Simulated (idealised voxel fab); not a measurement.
The following process module bears the name voxel air gaps.
The figure presents cross-section cut, which has a width of 265 nm and is divided into square cells with an edge length of 5 nm.
Cross-section spec: square-cell grid; bands listed top down; each band is one or more rows. Quick guide to a band line: top height, bottom height (nm) up front; then every material left to right with its width in nm. Only one material and it's marked "full width"? Then it fills the band edge to edge. And "empty" just means empty space. Ref level 0: as-received wafer is one material below here. Bottom band extends down with no lower bound ("0 and below"). So if you see something like "30->40" for the width, read it as the top row of the band sitting at the first number and the bottom row at the second, with every row in between moving by the same amount as the last. The designation "stayed the same", where it is given for a processing step, indicates that no cell of the cross-section was altered in the course of that step. The entry titled "Closed cavities" provides the empty spaces that have no open way to the top, restricted to those of 8 cells or more. Each is presented as width x height at distance, the distance being measured from the left edge, with all three in nm. If you see something after the settings on a step's line, that's the simulator's own remark about that step. A step line may carry the setting "overlay nm", which, for steps involving a mask, states the distance by which the mask lay to the right of its intended position; negative values denote displacement to the left.
# Planned process steps
- 1: RECEIVE [material Si]
- 2: CONFORMAL_DEP [material SiO2] [thk nm 15]
- 3: CONFORMAL_DEP [material SiN] [thk nm 5]
- 4: DIRECTIONAL_DEP [material SiO2] [thk nm 40]
- 5: DIRECTIONAL_DEP [material aC] [thk nm 15]
- 6: PATTERN [tone open] [mask id LINES] [material resist] [width nm 15] [pitch nm 40] [thk nm 35] [overlay nm 0]
- 7: DIRECTIONAL_ETCH [etch materials aC] [depth nm 15]
- 8: STRIP [etch materials resist]
- 9: DIRECTIONAL_ETCH [etch materials SiO2] [depth nm 40]
- 10: STRIP [etch materials aC]
- 11: CONFORMAL_DEP [material TiN] [thk nm 5]
- 12: FILL_DEP [material W] [thk nm 10]
- 13: CMP [height nm 60]
- 14: EPI [material Ru] [thk nm 10]
- 15: SELECTIVE_ETCH [etch materials SiO2] [depth nm 50]
- 16: CONFORMAL_DEP [material SiN] [thk nm 5]
# Cross-section, incoming material, after step 1
	0 and below = Si full width
	Closed cavities: none
# Result of the module, cross-sectioned: start per above, plan per above, one error in how it was run
	75 down to 70 = SiN full width
	70 down to 60 = Ru full width
	60 down to 55 = TiN: 90, W: 5, TiN: 35, W: 5, TiN: 35, W: 5, TiN: 90
	55 down to 20 = SiO2: 85, TiN: 5, W: 5, TiN: 5, SiO2: 25, TiN: 5, W: 5, TiN: 5, SiO2: 25, TiN: 5, W: 5, TiN: 5, SiO2: 85
	20 down to 15 = SiO2: 85, TiN: 15, SiO2: 25, TiN: 15, SiO2: 25, TiN: 15, SiO2: 85
	15 down to 10 = SiN full width
	10 down to 0 = SiO2 full width
	0 and below = Si full width
	Closed cavities: none
Error vs. plan: step 2, actual vs plan mismatch, actual run CONFORMAL_DEP [material SiO2] [thk nm 10]
